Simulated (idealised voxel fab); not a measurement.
process module | voxel ribs on slabs
cross-section cut | 215 nm wide | cells 5 nm
A cross-section is a grid of square cells, given in bands from the top down. A band is one or more rows of cells.
Each band's line starts with the height of the band's top and of its bottom, in nm. Then come its materials from left to right, each with its width in nm. One material with "throughout" fills the band from edge to edge. "air" is empty space.
Height 0 is the level under which the wafer as received is all one material. The lowest band goes on downwards, as in "0 down".
A width such as "30 to 40" changes by the same amount from each row of cells to the next, from the band's top row to its bottom row.
"no change" after a step means that no cell of the cross-section changed.
closed voids: empty space of 8 cells or more with no open way to the top, each as width x height at its distance from the left edge, in nm
after a step's settings: what the simulator itself notes on the step
overlay nm, on a step with a mask: how far to the right of its planned place the mask lay; to the left if negative
plan
1 op RECEIVE | material Si
2 op DIRECTIONAL_DEP | material SiO2 | thk nm 20
3 op DIRECTIONAL_DEP | material SiN | thk nm 25
4 op MASKED_ETCH | tone cover | mask id RIB | width nm 30 | etch materials SiN | depth nm 10 | overlay nm 0
5 op DIRECTIONAL_DEP | material aC | thk nm 15
6 op PATTERN | tone cover | mask id SLAB | material resist | width nm 60 | thk nm 30 | overlay nm 0
7 op DIRECTIONAL_ETCH | etch materials aC | depth nm 15
8 op STRIP | etch materials resist
9 op DIRECTIONAL_ETCH | etch materials SiN | depth nm 15
10 op STRIP | etch materials aC
11 op FILL_DEP | material SiO2 | thk nm 20
12 op CMP | height nm 55
13 op DIRECTIONAL_DEP | material TiN | thk nm 5
14 op PATTERN | tone cover | mask id HEATER | material resist | width nm 40 | thk nm 15 | overlay nm 0
15 op DIRECTIONAL_ETCH | etch materials TiN | depth nm 5
16 op STRIP | etch materials resist
17 op CONFORMAL_DEP | material SiO2 | thk nm 10
as received, after step 1
  0 down: Si throughout
  closed voids: none
first wafer at the end, as planned
  70 to 65: air 75 | SiO2 60 | air 80
  65 to 60: SiO2 throughout
  60 to 55: SiO2 85 | TiN 40 | SiO2 90
  55 to 45: SiO2 throughout
  45 to 35: SiO2 90 | SiN 30 | SiO2 95
  35 to 20: SiO2 75 | SiN 60 | SiO2 80
  20 to 0: SiO2 throughout
  0 down: Si throughout
  closed voids: none
second wafer at the end: like start, like plan, one mistake
  70 to 65: air 75 | SiO2 60 | air 80
  65 to 60: SiO2 throughout
  60 to 55: SiO2 85 | TiN 40 | SiO2 90
  55 to 25: SiO2 throughout
  25 to 0: SiN throughout
  0 down: Si throughout
  closed voids: none
what went wrong: steps 2 and 3 were swapped
at the end the second wafer has, in cells: 167 more of SiN | 167 fewer of SiO2
